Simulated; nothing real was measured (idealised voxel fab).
The name of this process module is voxel local oxidation.
We display cut, a cross-section 265 nm in width whose square cells are each 5 nm.
Reading order for cross-sections: top band down to bottom band. Underlying form: a grid of square cells. Band size: one or more rows of cells. The band entry comprises the height of the band's top followed by the height of its bottom, expressed in nm, and subsequently the band's materials from left to right, each stated together with its width in nm. Where a single material is marked with the word "everywhere", that material fills the band from edge to edge. The word "air" represents empty space. Height is counted from the level 0, under which the received wafer is composed throughout of one material. The lowest of the bands is not closed at the bottom but continues downward, in the notation "from 0 down". The notation "30 to 40" denotes a width that varies across the rows of cells in the band, beginning at the first number in the top row, finishing at the second number in the bottom row, and changing by an identical amount from each row to the next. What does "identical to before" mean for a step? It means no cell of the cross-section changed in that step. This entry, "Closed void listing", enumerates those empty regions of no fewer than 8 cells that possess no open connection to the top. Each region is reported in the form width x height at distance, the distance being taken from the left edge, with all three quantities expressed in nm. It should be noted that, on the line of a given step, the content following the step's settings is a remark produced by the simulator itself with respect to that step. overlay nm: on a step with a mask, how far right of its planned place the mask lay; negative means left.
# Process steps foreseen in the plan
1 RECEIVE with material Si
2 OXIDIZE with depth nm 5
3 CONFORMAL_DEP with material SiN, thk nm 15
4 MASKED_ETCH with tone cover, mask id ACTIVE, width nm 105, pitch nm 125, etch materials SiN, depth nm 15, overlay nm 0
5 SELECTIVE_ETCH with etch materials SiO2, depth nm 5
6 OXIDIZE with depth nm 15
7 STRIP with etch materials SiN
# On the first of the two wafers: run conducted according to plan
# Cross-section of the incoming wafer, state after step 1
> from 0 down = Si everywhere
> Closed void listing: none
# You're looking at a cross-section of the wafer after step 2
> from 0 to -5 = SiO2 everywhere
> Lower than -5, everything is as it was.
# You're looking at a cross-section of the wafer after step 3
> from 15 to 0 = SiN everywhere
> Lower than 0, everything is as it was.
# You're looking at a cross-section of the wafer after step 4
> from 15 to 0 = air 15, then SiN 105, then air 20, then SiN 105, then air 20
> Lower than 0, everything is as it was.
# You're looking at a cross-section of the wafer after step 5
> from 15 to 0 = air 15, then SiN 105, then air 20, then SiN 105, then air 20
> from 0 to -5 = air 20, then SiO2 95, then air 30, then SiO2 95, then air 25
> Lower than -5, everything is as it was.
# You're looking at a cross-section of the wafer after step 6
> from 15 to 0 = air 15, then SiN 105, then air 20, then SiN 105, then air 20
> from 0 to -5 = air 20, then SiO2 95, then air 30, then SiO2 95, then air 25
> from -5 to -20 = SiO2 35, then Si 65, then SiO2 60, then Si 65, then SiO2 40
> Lower than -20, everything is as it was.
# You're looking at a cross-section of the wafer after step 7
> from 0 to -5 = air 20, then SiO2 95, then air 30, then SiO2 95, then air 25
> Lower than -5, everything is as it was.
# It is to be noted that the second wafer proceeded from the same initial state and according to the same plan as the first, although one mistake was committed in its execution; through step 4, inclusive, the two wafers share an identical history
# Second wafer at the planned finish of step 5, seen in cross-section
> from 15 to 0 = air 15, then SiN 105, then air 20, then SiN 105, then air 20
> from 0 to -5 = air 30, then SiO2 75, then air 50, then SiO2 75, then air 35
> Lower than -5, everything is as it was.
# Second wafer at the planned finish of step 6, seen in cross-section
> from 15 to 0 = air 15, then SiN 105, then air 20, then SiN 105, then air 20
> from 0 to -5 = air 30, then SiO2 75, then air 50, then SiO2 75, then air 35
> from -5 to -20 = SiO2 45, then Si 45, then SiO2 80, then Si 45, then SiO2 50
> Lower than -20, everything is as it was.
# Second wafer at the planned finish of step 7, seen in cross-section
> from 0 to -5 = air 30, then SiO2 75, then air 50, then SiO2 75, then air 35
> Lower than -5, everything is as it was.
What was done differently from what was planned? step 5 was processed under conditions differing from the plan, specifically as SELECTIVE_ETCH with etch materials SiO2, depth nm 15
End of process, cell counts, second wafer against first, materials with more or fewer: -24 Si, +16 SiO2
